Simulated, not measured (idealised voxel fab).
This section sets out a process module, namely voxel wiring stack.
210 nm wide, 5 nm square cells: that's cross-section cut.
Notation: cross-section as square-cell grid; stated in bands, top first, going down; one or more cell rows per band.
Per band: top height and bottom height in nm, followed by the left-to-right materials and their widths in nm; "everywhere" marks a single material spanning edge to edge, "empty" marks empty space.
All heights in this document are referenced to 0, defined as the level beneath which the wafer, as received, consists entirely of one material. The lowest band is not bounded below; it extends indefinitely downward and is written in the form "0 -> down".
A width given as "30->40" starts at the first number in the band's top row and ends at the second number in its bottom row, shifting by an equal amount at every step from row to row.
Where the words "nothing got changed" appear for a step, the cross-section shows no cell changed by that step; every cell remained as before.
Empty spaces without an open route to the top, at least 8 cells in extent, make up the entry "Closed cavity list"; each is given as width x height at distance, where the distance is measured from the left edge, and all are in nm.
after a step's settings: what the simulator itself notes on the step
overlay nm: on a step with a mask, how far right of its planned place the mask lay; negative means left.
Here's what the planned process steps look like:
1: RECEIVE,material Si
2: CONFORMAL_DEP,material SiO2,thk nm 15
3: DIRECTIONAL_DEP,material TiN,thk nm 5
4: DIRECTIONAL_DEP,material W,thk nm 25
5: DIRECTIONAL_DEP,material aC,thk nm 10
6: PATTERN,tone cover,mask id METAL_1,material resist,width nm 30,pitch nm 50,thk nm 30,overlay nm 0
7: DIRECTIONAL_ETCH,etch materials aC,depth nm 10
8: STRIP,etch materials resist
9: DIRECTIONAL_ETCH,etch materials W,depth nm 25
10: DIRECTIONAL_ETCH,etch materials TiN,depth nm 5
11: STRIP,etch materials aC
12: CONFORMAL_DEP,material SiCN,thk nm 5
13: FILL_DEP,material lowk,thk nm 10
14: CMP,height nm 45
15: CONFORMAL_DEP,material SiCN,thk nm 5
16: DIRECTIONAL_DEP,material lowk,thk nm 20
17: DIRECTIONAL_DEP,material aC,thk nm 10
18: PATTERN,tone open,mask id PLUG_1,material resist,width nm 15,pitch nm 100,thk nm 25,overlay nm 0
19: DIRECTIONAL_ETCH,etch materials aC,depth nm 10
20: STRIP,etch materials resist
21: DIRECTIONAL_ETCH,etch materials lowk,depth nm 20
22: DIRECTIONAL_ETCH,etch materials SiCN,depth nm 5
23: STRIP,etch materials aC
24: EPI,material Ru,thk nm 10
25: EPI,material Ru,thk nm 10
26: EPI,material Ru,thk nm 5
27: CONFORMAL_DEP,material SiCN,thk nm 5
28: DIRECTIONAL_DEP,material SiO2,thk nm 25
29: PATTERN,tone open,mask id METAL_2,material resist,width nm 30,pitch nm 50,thk nm 20,overlay nm 0
30: DIRECTIONAL_ETCH,etch materials SiO2,depth nm 25
31: DIRECTIONAL_ETCH,etch materials SiCN,depth nm 5
32: STRIP,etch materials resist
33: CONFORMAL_DEP,material TiN,thk nm 5
34: FILL_DEP,material Ru,thk nm 10
35: CMP,height nm 100
36: CONFORMAL_DEP,material SiCN,thk nm 5
37: DIRECTIONAL_DEP,material SiO2,thk nm 30
38: PATTERN,tone open,mask id METAL_3,material resist,width nm 30,pitch nm 50,thk nm 20,overlay nm 0
39: DIRECTIONAL_ETCH,etch materials SiO2,depth nm 20
40: STRIP,etch materials resist
41: MASKED_ETCH,tone open,mask id METAL_3_HOLES,width nm 15,pitch nm 50,etch materials SiO2,depth nm 10,overlay nm 0
42: MASKED_ETCH,tone open,mask id METAL_3_HOLES,width nm 15,pitch nm 50,etch materials SiCN,depth nm 5,overlay nm 0
43: CONFORMAL_DEP,material TiN,thk nm 5
44: FILL_DEP,material Cu,thk nm 5
45: CMP,height nm 135
46: CONFORMAL_DEP,material SiCN,thk nm 5
Cross-section of the wafer at receipt, which is the condition after step 1:
    0 -> down = Si everywhere
    Closed cavity list: none
What the wafer looks like in cross-section after this module, when it starts as shown above and follows the plan above but one mistake is made in running it:
    140 -> 135 = SiCN everywhere
    135 -> 120 = SiO2=40; TiN=5; Cu=20; TiN=5; SiO2=20; TiN=5; Cu=20; TiN=5; SiO2=20; TiN=5; Cu=20; TiN=5; SiO2=40
    120 -> 115 = SiO2=40; TiN=5; Cu=5; TiN=20; SiO2=20; TiN=5; Cu=5; TiN=20; SiO2=20; TiN=5; Cu=5; TiN=20; SiO2=40
    115 -> 105 = SiO2=40; TiN=5; Cu=5; TiN=5; SiO2=35; TiN=5; Cu=5; TiN=5; SiO2=35; TiN=5; Cu=5; TiN=5; SiO2=55
    105 -> 100 = SiCN=40; TiN=15; SiCN=35; TiN=15; SiCN=35; TiN=15; SiCN=55
    100 -> 75 = SiO2=40; TiN=5; Ru=20; TiN=5; SiO2=20; TiN=5; Ru=20; TiN=5; SiO2=20; TiN=5; Ru=20; TiN=5; SiO2=40
    75 -> 70 = SiCN=40; TiN=30; SiCN=20; TiN=30; SiCN=20; TiN=30; SiCN=40
    70 -> 50 = lowk=40; SiCN=5; TiN=5; SiCN=5; lowk=85; SiCN=5; TiN=5; SiCN=5; lowk=55
    50 -> 45 = SiCN=45; TiN=5; SiCN=95; TiN=5; SiCN=60
    45 -> 20 = W=40; SiCN=5; lowk=20; SiCN=5; W=20; SiCN=5; lowk=20; SiCN=5; W=20; SiCN=5; lowk=20; SiCN=5; W=40
    20 -> 15 = TiN=40; SiCN=30; TiN=20; SiCN=30; TiN=20; SiCN=30; TiN=40
    15 -> 0 = SiO2 everywhere
    0 -> down = Si everywhere
    Closed cavity list: none
What broke from the plan during processing? step 6 did not happen as planned, as run it was PATTERN,tone open,mask id METAL_1,material resist,width nm 30,pitch nm 50,thk nm 30,overlay nm 0
